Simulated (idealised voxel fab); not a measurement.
Process module in this document: voxel self aligned contacts
Each square cell in cross-section cut measures 5 nm, and the section as a whole is 240 nm wide.
This document writes a cross-section as a grid whose cells are square, and gives it as bands, listed from the top down; one or more rows of cells form a band.
Look at the band entry: it leads with the top's height and the bottom's height in nm. Then it lists the materials left to right, with a width in nm for each. The word "everywhere" on a single material says that material fills the band edge to edge. The word "air" is empty space.
The reference from which all heights are counted is 0, the level beneath which the as-received wafer is entirely one material; the lowest band, having no lower bound, proceeds downward and is written after the example "0 nm and below".
So if you see something like "30->40" for the width, read it as the top row of the band sitting at the first number and the bottom row at the second, with every row in between moving by the same amount as the last.
When a step is marked "all unchanged", none of the cells in the cross-section changed during that step.
"Closed voids list" - sealed voids, min. 8 cells, no opening to top; format: width x height at distance (distance from left edge; nm throughout).
Formally, on a step line, whatever follows the settings is a remark that the simulator itself makes on the step.
Steps that use a mask can have "overlay nm" on their line. It says how far the mask sat to the right of where it was meant to be. Negative means to the left.
plan:
step 1: RECEIVE | material Si
step 2: OXIDIZE | depth nm 5
step 3: DIRECTIONAL_DEP | material polySi | thk nm 30
step 4: DIRECTIONAL_DEP | material SiN | thk nm 20
step 5: DIRECTIONAL_DEP | material aC | thk nm 10
step 6: PATTERN | tone cover | mask id GATE | material resist | width nm 25 | pitch nm 65 | thk nm 30 | overlay nm 0
step 7: DIRECTIONAL_ETCH | etch materials aC | depth nm 10
step 8: STRIP | etch materials resist
step 9: DIRECTIONAL_ETCH | etch materials SiN | depth nm 20
step 10: DIRECTIONAL_ETCH | etch materials polySi | depth nm 30
step 11: STRIP | etch materials aC
step 12: CONFORMAL_DEP | material SiN | thk nm 10
step 13: DIRECTIONAL_ETCH | etch materials SiN | depth nm 10
step 14: FILL_DEP | material SiO2 | thk nm 15
step 15: CMP | height nm 60
step 16: DIRECTIONAL_DEP | material aC | thk nm 10
step 17: PATTERN | tone open | mask id CONTACT | material resist | width nm 50 | thk nm 25 | overlay nm 0
step 18: DIRECTIONAL_ETCH | etch materials aC | depth nm 10
step 19: STRIP | etch materials resist
step 20: DIRECTIONAL_ETCH | etch materials SiO2 | depth nm 65
step 21: STRIP | etch materials aC
step 22: CONFORMAL_DEP | material TiN | thk nm 5
step 23: FILL_DEP | material W | thk nm 5
step 24: CMP | height nm 60
step 25: CONFORMAL_DEP | material SiN | thk nm 5
This is the cross-section of the wafer as we received it, i.e. after step 1:
  0 nm and below  Si everywhere
  Closed voids list: none
First of two wafers at the end of the module, shown in cross-section; run carried out as planned:
  65 nm to 60 nm  SiN everywhere
  60 nm to 50 nm  SiO2: 95 / TiN: 5->20 / W: 40->10 / TiN: 5->20 / SiO2: 95
  50 nm to 30 nm  SiO2: 65 / SiN: 45 / TiN: 5 / W: 10 / TiN: 5 / SiN: 45 / SiO2: 65
  30 nm to 0 nm  SiO2: 65 / SiN: 10 / polySi: 25 / SiN: 10 / TiN: 5 / W: 10 / TiN: 5 / SiN: 10 / polySi: 25 / SiN: 10 / SiO2: 65
  0 nm to -5 nm  SiO2: 110 / TiN: 20 / SiO2: 110
  -5 nm and below  Si everywhere
  Closed voids list: none
Cross-sectional view of the second of two wafers upon completion of the module. This wafer shared its starting condition and process plan with the first; one error was made during its execution:
  65 nm to 60 nm  SiN everywhere
  60 nm to 55 nm  SiO2: 95 / TiN: 5 / W: 40 / TiN: 5 / SiO2: 95
  55 nm to 50 nm  SiO2: 95 / TiN: 50 / SiO2: 95
  50 nm to 30 nm  SiN: 85 / SiO2: 5 / SiN: 60 / SiO2: 5 / SiN: 85
  30 nm to 0 nm  polySi: 75 / SiN: 10 / SiO2: 5 / SiN: 10 / polySi: 40 / SiN: 10 / SiO2: 5 / SiN: 10 / polySi: 75
  0 nm to -5 nm  SiO2 everywhere
  -5 nm and below  Si everywhere
  Closed voids list: none
What broke from the plan during processing? off-plan run, step 6, actual operation and settings PATTERN | tone open | mask id GATE | material resist | width nm 25 | pitch nm 65 | thk nm 30 | overlay nm 0
End of process, cell counts, second wafer against first, materials with more or fewer: +112 SiN, -236 SiO2, -22 TiN, -22 W, +168 polySi
